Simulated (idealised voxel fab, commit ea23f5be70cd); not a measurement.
You're looking at the process module voxel ribs on slabs.
Displayed cross-section: cut, width of 190 nm, square cells sized 5 nm.
Cross-section spec: square-cell grid; bands listed top down; each band is one or more rows. Read a band's entry like this: the first values are the height of its top and the height of its bottom in nm, and what follows is the sequence of materials from left to right, each with its width in nm. Note that "empty" is empty space, and that a single material marked "everywhere" reaches across the band from edge to edge. Below 0: as-received wafer, all one material; heights counted from there. Lowest band: no bottom, goes on down, written "0 -> down". You'd read "30 to 40" like this: the band's top row of cells is as wide as the first number, its bottom row is as wide as the second, and going down, every row changes width by the same amount as the row before did. "remains unaltered" after a step means that no cell of the cross-section changed. What "Closed void entries" gives you is every empty space of 8 cells or more that is cut off from the top. Each appears as width x height at distance, with the distance taken from the left edge and width, height and distance all in nm. On a step's line, text after the settings is the simulator commenting on that step. Regarding "overlay nm": on a step with a mask, it is the distance the mask lay to the right of its planned place; a negative value places it to the left.
Listed below are the process steps as planned
| 1 | RECEIVE: material Si |
| 2 | DIRECTIONAL_DEP: material SiO2, thk nm 20 |
| 3 | DIRECTIONAL_DEP: material SiN, thk nm 20 |
| 4 | DIRECTIONAL_DEP: material aC, thk nm 10 |
| 5 | PATTERN: tone cover, mask id RIB, material resist, width nm 30, thk nm 30, overlay nm 0 |
| 6 | DIRECTIONAL_ETCH: etch materials aC, depth nm 5 |
| 7 | STRIP: etch materials resist |
| 8 | DIRECTIONAL_ETCH: etch materials SiN, depth nm 10 |
| 9 | STRIP: etch materials aC |
| 10 | MASKED_ETCH: tone cover, mask id SLAB, width nm 70, etch materials SiN, depth nm 10, overlay nm 0 |
| 11 | FILL_DEP: material SiO2, thk nm 20 |
| 12 | CMP: height nm 55 |
| 13 | DIRECTIONAL_DEP: material TiN, thk nm 10 |
| 14 | PATTERN: tone cover, mask id HEATER, material resist, width nm 40, thk nm 20, overlay nm 0 |
| 15 | DIRECTIONAL_ETCH: etch materials TiN, depth nm 10 |
| 16 | STRIP: etch materials resist |
| 17 | CONFORMAL_DEP: material SiN, thk nm 5 |
The wafers in this document start out alike and differ in the depth nm applied at step 6; the plan shows the value used for the first wafer.
The first of several wafers as received, shown in cross-section; this is its state after step 1
	0 -> down = Si everywhere
	Closed void entries: none
First of several wafers, sectioned at end of module (last step: step 17)
	70 -> 65 = empty 70 / SiN 50 / empty 70
	65 -> 60 = empty 70 / SiN 5 / TiN 40 / SiN 5 / empty 70
	60 -> 55 = SiN 75 / TiN 40 / SiN 75
	55 -> 40 = SiO2 everywhere
	40 -> 30 = SiO2 60 / SiN 70 / SiO2 60
	30 -> 20 = SiN everywhere
	20 -> 0 = SiO2 everywhere
	0 -> down = Si everywhere
	Closed void entries: none
Last wafer x-sec, end of module
	70 -> 65 = empty 70 / SiN 50 / empty 70
	65 -> 60 = empty 70 / SiN 5 / TiN 40 / SiN 5 / empty 70
	60 -> 55 = SiN 75 / TiN 40 / SiN 75
	55 -> 40 = SiO2 everywhere
	40 -> 30 = SiO2 80 / SiN 30 / SiO2 80
	30 -> 20 = SiO2 60 / SiN 70 / SiO2 60
	20 -> 0 = SiO2 everywhere
	0 -> down = Si everywhere
	Closed void entries: none
Per wafer, end of module: cells gained (+) or lost (-) per material since receipt, then closed voids
depth nm 5; +146 SiN; +314 SiO2; +16 TiN; Closed void entries: none
depth nm 10; +82 SiN; +378 SiO2; +16 TiN; Closed void entries: none
depth nm 15; +82 SiN; +378 SiO2; +16 TiN; Closed void entries: none
depth nm 20; +82 SiN; +378 SiO2; +16 TiN; Closed void entries: none
depth nm 25; +82 SiN; +378 SiO2; +16 TiN; Closed void entries: none
